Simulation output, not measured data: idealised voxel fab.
Process module heading - voxel tone inversion
The cross-section on display is named cut; it measures 200 nm wide, and its cells are 5 nm squares.
We lay out every cross-section as a grid of square cells and spell it out in bands from the top down, where one band means one or more rows of cells.
Band: top and bottom heights (nm) first, top before bottom; then materials from left to right, widths in nm. "all across" marks a sole material filling the band edge to edge. "blank" denotes empty space.
For the purposes of this specification, 0 denotes the height below which the wafer in its as-received condition is composed wholly of one material, and the lowermost band, lacking a lower limit, extends downward without end, as expressed in "top 0, no bottom".
It should be noted that a width expressed as "30..40" varies in equal increments from row to row of cells within the band, taking the value of the first number at the top row and that of the second number at the bottom row.
"nothing was modified", as given for a step, is the statement that not any cell of the cross-section underwent a change during that step.
The entry "Tabulated closed voids" lists the empty spaces that cover at least 8 cells and have no open path to the top. Each is written as width x height at distance, where the distance is measured from the left edge and all three values are in nm.
Note: text after step settings on the step line = simulator remark on that step.
The "overlay nm" setting may appear on a step's line; for a step that uses a mask, it gives how far to the right of its planned position the mask lay, and a negative value indicates the left.
**Below is the list of planned process steps**
1 RECEIVE [material Si]
2 CONFORMAL_DEP [material SiN] [thk nm 5]
3 DIRECTIONAL_DEP [material aC] [thk nm 20]
4 PATTERN [tone cover] [mask id POSTS] [material resist] [width nm 25] [pitch nm 40] [thk nm 30] [overlay nm 0]
5 DIRECTIONAL_ETCH [etch materials aC] [depth nm 20]
6 STRIP [etch materials resist]
7 FILL_DEP [material lowk] [thk nm 10]
8 CMP [height nm 25]
9 STRIP [etch materials aC]
10 CONFORMAL_DEP [material TiN] [thk nm 5]
11 FILL_DEP [material Cu] [thk nm 10]
12 CMP [height nm 25]
13 CONFORMAL_DEP [material SiN] [thk nm 5]
**First of the two wafers, run per plan**
**Cross-section, incoming material, after step 1**
	top 0, no bottom  Si all across
	Tabulated closed voids: none
**Take a look at the wafer's cross-section after step 2**
	top 5, bottom 0  SiN all across
	Lower than 0, everything is as it was.
**Take a look at the wafer's cross-section after step 3**
	top 25, bottom 5  aC all across
	Lower than 5, everything is as it was.
**Take a look at the wafer's cross-section after step 4**
	top 55, bottom 25  blank 45, resist 25, blank 15, resist 25, blank 15, resist 25, blank 50
	Lower than 25, everything is as it was.
**Take a look at the wafer's cross-section after step 5**
	top 35, bottom 25  blank 45, resist 25, blank 15, resist 25, blank 15, resist 25, blank 50
	top 25, bottom 5  blank 45, aC 25, blank 15, aC 25, blank 15, aC 25, blank 50
	Lower than 5, everything is as it was.
**Take a look at the wafer's cross-section after step 6**
	top 25, bottom 5  blank 45, aC 25, blank 15, aC 25, blank 15, aC 25, blank 50
	Lower than 5, everything is as it was.
**Take a look at the wafer's cross-section after step 7**
	top 35, bottom 25  lowk all across
	top 25, bottom 5  lowk 45, aC 25, lowk 15, aC 25, lowk 15, aC 25, lowk 50
	Lower than 5, everything is as it was.
**Take a look at the wafer's cross-section after step 8**
	top 25, bottom 5  lowk 45, aC 25, lowk 15, aC 25, lowk 15, aC 25, lowk 50
	Lower than 5, everything is as it was.
**Take a look at the wafer's cross-section after step 9**
	top 25, bottom 5  lowk 45, blank 25, lowk 15, blank 25, lowk 15, blank 25, lowk 50
	Lower than 5, everything is as it was.
**Take a look at the wafer's cross-section after step 10**
	top 30, bottom 25  TiN 50, blank 15, TiN 25, blank 15, TiN 25, blank 15, TiN 55
	top 25, bottom 10  lowk 45, TiN 5, blank 15, TiN 5, lowk 15, TiN 5, blank 15, TiN 5, lowk 15, TiN 5, blank 15, TiN 5, lowk 50
	top 10, bottom 5  lowk 45, TiN 25, lowk 15, TiN 25, lowk 15, TiN 25, lowk 50
	Lower than 5, everything is as it was.
**Take a look at the wafer's cross-section after step 11**
	top 40, bottom 30  Cu all across
	top 30, bottom 25  TiN 50, Cu 15, TiN 25, Cu 15, TiN 25, Cu 15, TiN 55
	top 25, bottom 10  lowk 45, TiN 5, Cu 15, TiN 5, lowk 15, TiN 5, Cu 15, TiN 5, lowk 15, TiN 5, Cu 15, TiN 5, lowk 50
	Lower than 10, everything is as it was.
**Take a look at the wafer's cross-section after step 12**
	top 25, bottom 10  lowk 45, TiN 5, Cu 15, TiN 5, lowk 15, TiN 5, Cu 15, TiN 5, lowk 15, TiN 5, Cu 15, TiN 5, lowk 50
	Lower than 10, everything is as it was.
**Take a look at the wafer's cross-section after step 13**
	top 30, bottom 25  SiN all across
	Lower than 25, everything is as it was.
**The Second Wafer: Common Origin and Plan, One Mistake in Execution, Identical to the First Through Step 3**
**Second wafer, section view, time point: scheduled end of step 4**
	top 55, bottom 25  blank 55, resist 25, blank 15, resist 25, blank 15, resist 25, blank 40
	Lower than 25, everything is as it was.
**Second wafer, section view, time point: scheduled end of step 5**
	top 35, bottom 25  blank 55, resist 25, blank 15, resist 25, blank 15, resist 25, blank 40
	top 25, bottom 5  blank 55, aC 25, blank 15, aC 25, blank 15, aC 25, blank 40
	Lower than 5, everything is as it was.
**Second wafer, section view, time point: scheduled end of step 6**
	top 25, bottom 5  blank 55, aC 25, blank 15, aC 25, blank 15, aC 25, blank 40
	Lower than 5, everything is as it was.
**Second wafer, section view, time point: scheduled end of step 7**
	top 35, bottom 25  lowk all across
	top 25, bottom 5  lowk 55, aC 25, lowk 15, aC 25, lowk 15, aC 25, lowk 40
	Lower than 5, everything is as it was.
**Second wafer, section view, time point: scheduled end of step 8**
	top 25, bottom 5  lowk 55, aC 25, lowk 15, aC 25, lowk 15, aC 25, lowk 40
	Lower than 5, everything is as it was.
**Second wafer, section view, time point: scheduled end of step 9**
	top 25, bottom 5  lowk 55, blank 25, lowk 15, blank 25, lowk 15, blank 25, lowk 40
	Lower than 5, everything is as it was.
**Second wafer, section view, time point: scheduled end of step 10**
	top 30, bottom 25  TiN 60, blank 15, TiN 25, blank 15, TiN 25, blank 15, TiN 45
	top 25, bottom 10  lowk 55, TiN 5, blank 15, TiN 5, lowk 15, TiN 5, blank 15, TiN 5, lowk 15, TiN 5, blank 15, TiN 5, lowk 40
	top 10, bottom 5  lowk 55, TiN 25, lowk 15, TiN 25, lowk 15, TiN 25, lowk 40
	Lower than 5, everything is as it was.
**Second wafer, section view, time point: scheduled end of step 11**
	top 40, bottom 30  Cu all across
	top 30, bottom 25  TiN 60, Cu 15, TiN 25, Cu 15, TiN 25, Cu 15, TiN 45
	top 25, bottom 10  lowk 55, TiN 5, Cu 15, TiN 5, lowk 15, TiN 5, Cu 15, TiN 5, lowk 15, TiN 5, Cu 15, TiN 5, lowk 40
	Lower than 10, everything is as it was.
**Second wafer, section view, time point: scheduled end of step 12**
	top 25, bottom 10  lowk 55, TiN 5, Cu 15, TiN 5, lowk 15, TiN 5, Cu 15, TiN 5, lowk 15, TiN 5, Cu 15, TiN 5, lowk 40
	Lower than 10, everything is as it was.
**Second wafer, section view, time point: scheduled end of step 13**
	top 30, bottom 25  SiN all across
	Lower than 25, everything is as it was.
The plan and the run diverged here: step 4, actual vs plan mismatch, actual run PATTERN [tone cover] [mask id POSTS] [material resist] [width nm 25] [pitch nm 40] [thk nm 30] [overlay nm 10]
The concluding comparison shows that, measured in cells, each material is equally abundant on both wafers, albeit at different positions.
